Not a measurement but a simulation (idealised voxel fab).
process module | voxel wiring stack
cross-section cut | 240 nm wide | cells 5 nm
A cross-section is a grid of square cells, given in bands from the top down. A band is one or more rows of cells.
Each band's line starts with the height of the band's top and of its bottom, in nm. Then come its materials from left to right, each with its width in nm. One material with "throughout" fills the band from edge to edge. "air" is empty space.
Height 0 is the level under which the wafer as received is all one material. The lowest band goes on downwards, as in "0 down".
A width such as "30 to 40" changes by the same amount from each row of cells to the next, from the band's top row to its bottom row.
"no change" after a step means that no cell of the cross-section changed.
closed voids: empty space of 8 cells or more with no open way to the top, each as width x height at its distance from the left edge, in nm
after a step's settings: what the simulator itself notes on the step
overlay nm, on a step with a mask: how far to the right of its planned place the mask lay; to the left if negative
plan
1 op RECEIVE | material Si
2 op CONFORMAL_DEP | material SiO2 | thk nm 10
3 op DIRECTIONAL_DEP | material TiN | thk nm 5
4 op DIRECTIONAL_DEP | material Ru | thk nm 15
5 op DIRECTIONAL_DEP | material aC | thk nm 10
6 op PATTERN | tone cover | mask id METAL_1 | material resist | width nm 20 | pitch nm 50 | thk nm 30 | overlay nm 0
7 op DIRECTIONAL_ETCH | etch materials aC | depth nm 10
8 op STRIP | etch materials resist
9 op DIRECTIONAL_ETCH | etch materials Ru | depth nm 15
10 op DIRECTIONAL_ETCH | etch materials TiN | depth nm 5
11 op STRIP | etch materials aC
12 op CONFORMAL_DEP | material SiN | thk nm 5
13 op FILL_DEP | material SiO2 | thk nm 10
14 op CMP | height nm 30
15 op CONFORMAL_DEP | material SiCN | thk nm 5
16 op DIRECTIONAL_DEP | material lowk | thk nm 10
17 op PATTERN | tone open | mask id PLUG_1 | material resist | width nm 15 | pitch nm 50 | thk nm 15 | overlay nm 0
18 op DIRECTIONAL_ETCH | etch materials lowk | depth nm 10
19 op DIRECTIONAL_ETCH | etch materials SiCN | depth nm 5
20 op STRIP | etch materials resist
21 op EPI | material Ru | thk nm 10
22 op EPI | material Ru | thk nm 5
23 op CONFORMAL_DEP | material SiN | thk nm 5
24 op DIRECTIONAL_DEP | material SiO2 | thk nm 20
25 op PATTERN | tone open | mask id METAL_2 | material resist | width nm 20 | pitch nm 50 | thk nm 15 | overlay nm 0
26 op DIRECTIONAL_ETCH | etch materials SiO2 | depth nm 20
27 op DIRECTIONAL_ETCH | etch materials SiN | depth nm 5
28 op STRIP | etch materials resist
29 op CONFORMAL_DEP | material TiN | thk nm 5
30 op FILL_DEP | material Cu | thk nm 5
31 op CMP | height nm 70
32 op EPI | material Ru | thk nm 5
33 op FILL_DEP | material SiCN | thk nm 5
34 op DIRECTIONAL_DEP | material SiO2 | thk nm 15
35 op MASKED_ETCH | tone open | mask id PLUG_2 | width nm 15 | pitch nm 50 | etch materials SiO2 | depth nm 15 | overlay nm 0
36 op MASKED_ETCH | tone open | mask id PLUG_2 | width nm 15 | pitch nm 50 | etch materials SiCN | depth nm 5 | overlay nm 0
37 op EPI | material Ru | thk nm 10
38 op EPI | material Ru | thk nm 10
39 op DIRECTIONAL_DEP | material TiN | thk nm 5
40 op DIRECTIONAL_DEP | material Ru | thk nm 25
41 op MASKED_ETCH | tone cover | mask id METAL_3 | width nm 20 | pitch nm 50 | etch materials Ru | depth nm 25 | overlay nm 0
42 op MASKED_ETCH | tone cover | mask id METAL_3 | width nm 20 | pitch nm 50 | etch materials TiN | depth nm 5 | overlay nm 0
43 op FILL_DEP | material lowk | thk nm 5
44 op CMP | height nm 125
45 op CONFORMAL_DEP | material SiN | thk nm 5
as received, after step 1
  0 down: Si throughout
  closed voids: none
first wafer at the end, as planned
  130 to 125: SiN throughout
  125 to 100: lowk 60 | Ru 20 | lowk 30 | Ru 20 | lowk 30 | Ru 20 | lowk 60
  100 to 95: lowk 60 | TiN 20 | lowk 30 | TiN 20 | lowk 30 | TiN 20 | lowk 60
  95 to 80: SiO2 60 | Ru 15 | SiO2 35 | Ru 15 | SiO2 35 | Ru 15 | SiO2 65
  80 to 70: SiCN 60 to 55 | Ru 15 to 30 | SiCN 35 to 20 | Ru 15 to 30 | SiCN 35 to 20 | Ru 15 to 30 | SiCN 65 to 55
  70 to 50: SiO2 60 | TiN 5 | Cu 10 | TiN 5 | SiO2 30 | TiN 5 | Cu 10 | TiN 5 | SiO2 30 | TiN 5 | Cu 10 | TiN 5 | SiO2 60
  50 to 45: SiN 60 | TiN 20 | SiN 30 | TiN 20 | SiN 30 | TiN 20 | SiN 60
  45 to 35: lowk 60 | Ru 15 | lowk 35 | Ru 15 | lowk 35 | Ru 15 | lowk 65
  35 to 30: SiCN 60 | Ru 15 | SiCN 35 | Ru 15 | SiCN 35 | Ru 15 | SiCN 65
  30 to 15: SiO2 55 | SiN 5 | Ru 20 | SiN 5 | SiO2 20 | SiN 5 | Ru 20 | SiN 5 | SiO2 20 | SiN 5 | Ru 20 | SiN 5 | SiO2 55
  15 to 10: SiN 60 | TiN 20 | SiN 30 | TiN 20 | SiN 30 | TiN 20 | SiN 60
  10 to 0: SiO2 throughout
  0 down: Si throughout
  closed voids: none
second wafer at the end: like start, like plan, one mistake
  130 to 125: SiN throughout
  125 to 100: lowk 60 | Ru 20 | lowk 30 | Ru 20 | lowk 30 | Ru 20 | lowk 60
  100 to 95: lowk 60 | TiN 20 | lowk 30 | TiN 20 | lowk 30 | TiN 20 | lowk 60
  95 to 80: SiO2 60 | Ru 15 | SiO2 35 | Ru 15 | SiO2 35 | Ru 15 | SiO2 65
  80 to 70: SiCN 60 to 45 | Ru 15 to 30 | SiCN 35 to 20 | Ru 15 to 30 | SiCN 35 to 20 | Ru 15 to 30 | SiCN 65
  70 to 50: SiO2 50 | TiN 5 | Cu 10 | TiN 5 | SiO2 30 | TiN 5 | Cu 10 | TiN 5 | SiO2 30 | TiN 5 | Cu 10 | TiN 5 | SiO2 70
  50 to 45: SiN 50 | TiN 20 | SiN 30 | TiN 20 | SiN 30 | TiN 20 | SiN 70
  45 to 35: lowk 60 | Ru 15 | lowk 35 | Ru 15 | lowk 35 | Ru 15 | lowk 65
  35 to 30: SiCN 60 | Ru 15 | SiCN 35 | Ru 15 | SiCN 35 | Ru 15 | SiCN 65
  30 to 15: SiO2 55 | SiN 5 | Ru 20 | SiN 5 | SiO2 20 | SiN 5 | Ru 20 | SiN 5 | SiO2 20 | SiN 5 | Ru 20 | SiN 5 | SiO2 55
  15 to 10: SiN 60 | TiN 20 | SiN 30 | TiN 20 | SiN 30 | TiN 20 | SiN 60
  10 to 0: SiO2 throughout
  0 down: Si throughout
  closed voids: none
what went wrong: step 25 ran as: op PATTERN | tone open | mask id METAL_2 | material resist | width nm 20 | pitch nm 50 | thk nm 15 | overlay nm -10
at the end the second wafer has, in cells: as many of each material as the first, in other places
